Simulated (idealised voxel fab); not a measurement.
process module | voxel self aligned contacts
We display cut, a cross-section 235 nm in width whose square cells are each 5 nm.
Cross-section, as written here: a square-cell grid given band by band from the top down, where a band holds one or more rows of cells.
Quick guide to a band line: top height, bottom height (nm) up front; then every material left to right with its width in nm. Only one material and it's marked "full width"? Then it fills the band edge to edge. And "empty" just means empty space.
Convention: height 0 is the level below which the wafer, as received, is all one material. The lowest band does not terminate at the bottom but continues downward, represented as "0 down".
The notation "30..40" denotes a width that varies across the rows of cells in the band, beginning at the first number in the top row, finishing at the second number in the bottom row, and changing by an identical amount from each row to the next.
Given "no change" for a step, no cell of the cross-section differs between before and after that step.
So "Internal closed voids" is basically the list of trapped voids: any empty space of 8 cells or more that can't reach the top through an opening. They're written width x height at distance, the distance being from the left edge, and it's all nm.
Anything after a step's settings on that line? It's the simulator's own note about the step.
The setting "overlay nm" may be written on the line of a step. When the step uses a mask, the value reports how far to the right of the planned place the mask lay, and a negative value reports that it lay to the left.
-- Process steps foreseen in the plan
| 1 | RECEIVE | material Si |
| 2 | OXIDIZE | depth nm 5 |
| 3 | DIRECTIONAL_DEP | material polySi | thk nm 25 |
| 4 | DIRECTIONAL_DEP | material SiN | thk nm 15 |
| 5 | PATTERN | tone cover | mask id GATE | material resist | width nm 25 | pitch nm 60 | thk nm 15 | overlay nm 0 |
| 6 | DIRECTIONAL_ETCH | etch materials SiN | depth nm 15 |
| 7 | DIRECTIONAL_ETCH | etch materials polySi | depth nm 25 |
| 8 | STRIP | etch materials resist |
| 9 | CONFORMAL_DEP | material SiN | thk nm 5 |
| 10 | DIRECTIONAL_ETCH | etch materials SiN | depth nm 5 |
| 11 | FILL_DEP | material SiO2 | thk nm 15 |
| 12 | CMP | height nm 45 |
| 13 | PATTERN | tone open | mask id CONTACT | material resist | width nm 45 | pitch nm 60 | thk nm 15 | overlay nm 0 |
| 14 | DIRECTIONAL_ETCH | etch materials SiO2 | depth nm 50 |
| 15 | STRIP | etch materials resist |
| 16 | CONFORMAL_DEP | material TiN | thk nm 5 |
| 17 | FILL_DEP | material W | thk nm 5 |
| 18 | CMP | height nm 45 |
| 19 | CONFORMAL_DEP | material SiN | thk nm 5 |
-- The cross-section here shows the wafer as received, i.e. in its state after step 1
0 down: Si full width
Internal closed voids: none
-- Cross-sectional result after module completion. Note: starting condition and plan are unchanged from above; one processing mistake was made
50 to 45: SiN full width
45 to 35: SiO2 (65) / TiN (5..10) / W (35..25) / TiN (5..10) / SiO2 (15) / TiN (5..10) / W (35..25) / TiN (5..10) / SiO2 (65)
35 to 25: SiO2 (45) / SiN (25) / TiN (5) / W (25) / TiN (5) / SiN (25) / TiN (5) / W (25) / TiN (5) / SiN (25) / SiO2 (45)
25 to 0: SiO2 (45) / polySi (25) / TiN (5) / W (25) / TiN (5) / polySi (25) / TiN (5) / W (25) / TiN (5) / polySi (25) / SiO2 (45)
0 to -5: SiO2 (70) / TiN (35) / SiO2 (25) / TiN (35) / SiO2 (70)
-5 down: Si full width
Internal closed voids: none
Heads up, the wafer didn't run the way we planned it: skipped: plan step 9 (never run)
